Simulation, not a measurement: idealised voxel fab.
This section sets out a process module, namely voxel capacitor over wiring.
Shown is cross-section cut, with a width of 200 nm and square cells of size 5 nm.
For the purposes of this document, a cross-section shall be understood as a grid of square cells, specified as bands listed in top-to-bottom order, each band consisting of one or more rows of cells. Read a band's entry like this: the first values are the height of its top and the height of its bottom in nm, and what follows is the sequence of materials from left to right, each with its width in nm. Note that "air" is empty space, and that a single material marked "throughout" reaches across the band from edge to edge. Heights are reckoned from 0. Under this level, the received wafer is all of one material. The bottommost band is open-ended downward, for example "top 0, no bottom". Width: "30 to 40" (first number = top row, second number = bottom row, same change from row to row of cells). The designation "nothing different", where it is given for a processing step, indicates that no cell of the cross-section was altered in the course of that step. Heads up: "Cavities, sealed" only lists the empty pockets with no open path to the top that are 8 cells or more, and it writes them as width x height at distance, distance from the left edge, in nm. Anything after a step's settings on that line? It's the simulator's own note about the step. A step line may carry the setting "overlay nm", which, for steps involving a mask, states the distance by which the mask lay to the right of its intended position; negative values denote displacement to the left.
These are the steps we planned for the process:
1 op RECEIVE | material Si
2 op CONFORMAL_DEP | material SiO2 | thk nm 15
3 op DIRECTIONAL_DEP | material TiN | thk nm 5
4 op DIRECTIONAL_DEP | material Ru | thk nm 20
5 op MASKED_ETCH | tone cover | mask id METAL_1 | width nm 20 | pitch nm 90 | etch materials Ru | depth nm 20 | overlay nm 0
6 op MASKED_ETCH | tone cover | mask id METAL_1 | width nm 20 | pitch nm 90 | etch materials TiN | depth nm 5 | overlay nm 0
7 op FILL_DEP | material SiO2 | thk nm 10
8 op CMP | height nm 40
9 op CONFORMAL_DEP | material SiCN | thk nm 5
10 op DIRECTIONAL_DEP | material lowk | thk nm 15
11 op MASKED_ETCH | tone open | mask id PLUG_1 | width nm 15 | etch materials lowk | depth nm 15 | overlay nm 0
12 op MASKED_ETCH | tone open | mask id PLUG_1 | width nm 15 | etch materials SiCN | depth nm 5 | overlay nm 0
13 op EPI | material Ru | thk nm 10
14 op EPI | material Ru | thk nm 10
15 op DIRECTIONAL_DEP | material TiN | thk nm 10
16 op DIRECTIONAL_DEP | material SiN | thk nm 5
17 op DIRECTIONAL_DEP | material TiN | thk nm 10
18 op DIRECTIONAL_DEP | material aC | thk nm 15
19 op PATTERN | tone cover | mask id UPPER_PLATE | material resist | width nm 75 | thk nm 30 | overlay nm 0
20 op DIRECTIONAL_ETCH | etch materials aC | depth nm 15
21 op STRIP | etch materials resist
22 op DIRECTIONAL_ETCH | etch materials TiN | depth nm 10
23 op DIRECTIONAL_ETCH | etch materials SiN | depth nm 5
24 op STRIP | etch materials aC
25 op MASKED_ETCH | tone cover | mask id LOWER_PLATE | width nm 85 | etch materials TiN | depth nm 10 | overlay nm 0
26 op FILL_DEP | material SiO2 | thk nm 20
27 op CMP | height nm 100
28 op PATTERN | tone open | mask id PLUG_2 | material resist | width nm 15 | thk nm 15 | overlay nm 0
29 op DIRECTIONAL_ETCH | etch materials SiO2 | depth nm 15
30 op STRIP | etch materials resist
31 op CONFORMAL_DEP | material TiN | thk nm 5
32 op FILL_DEP | material W | thk nm 10
33 op CMP | height nm 100
34 op CONFORMAL_DEP | material SiCN | thk nm 5
Cross-section, incoming material, after step 1:
top 0, no bottom | Si throughout
Cavities, sealed: none
Looking at the first of two wafers in cross-section at end of module - ran to plan:
top 105, bottom 100 | SiCN throughout
top 100, bottom 90 | SiO2: 60 | TiN: 5 | W: 5 | TiN: 5 | SiO2: 125
top 90, bottom 85 | SiO2: 60 | TiN: 15 | SiO2: 125
top 85, bottom 75 | SiO2: 50 | TiN: 75 | SiO2: 75
top 75, bottom 70 | SiO2: 50 | SiN: 75 | SiO2: 75
top 70, bottom 60 | SiO2: 45 | TiN: 85 | SiO2: 70
top 60, bottom 45 | lowk: 50 | Ru: 15 | lowk: 135
top 45, bottom 40 | SiCN: 50 | Ru: 15 | SiCN: 135
top 40, bottom 20 | SiO2: 45 | Ru: 20 | SiO2: 70 | Ru: 20 | SiO2: 45
top 20, bottom 15 | SiO2: 45 | TiN: 20 | SiO2: 70 | TiN: 20 | SiO2: 45
top 15, bottom 0 | SiO2 throughout
top 0, no bottom | Si throughout
Cavities, sealed: none
Module end: cross-section of wafer two of two. Same start and process plan as the first wafer. One mistake during execution:
top 105, bottom 100 | SiCN throughout
top 100, bottom 90 | W: 55 | TiN: 5 | SiO2: 15 | TiN: 5 | W: 120
top 90, bottom 85 | TiN: 60 | SiO2: 15 | TiN: 125
top 85, bottom 75 | SiO2: 50 | TiN: 75 | SiO2: 75
top 75, bottom 70 | SiO2: 50 | SiN: 75 | SiO2: 75
top 70, bottom 60 | SiO2: 45 | TiN: 85 | SiO2: 70
top 60, bottom 45 | lowk: 50 | Ru: 15 | lowk: 135
top 45, bottom 40 | SiCN: 50 | Ru: 15 | SiCN: 135
top 40, bottom 20 | SiO2: 45 | Ru: 20 | SiO2: 70 | Ru: 20 | SiO2: 45
top 20, bottom 15 | SiO2: 45 | TiN: 20 | SiO2: 70 | TiN: 20 | SiO2: 45
top 15, bottom 0 | SiO2 throughout
top 0, no bottom | Si throughout
Cavities, sealed: none
Deviation noted in wafer processing: step 28 off recipe, ran as op PATTERN | tone cover | mask id PLUG_2 | material resist | width nm 15 | thk nm 15 | overlay nm 0
The second wafer ends with more or fewer cells of some materials than the first, per final count: SiO2: 102 fewer, TiN: 34 more, W: 68 more
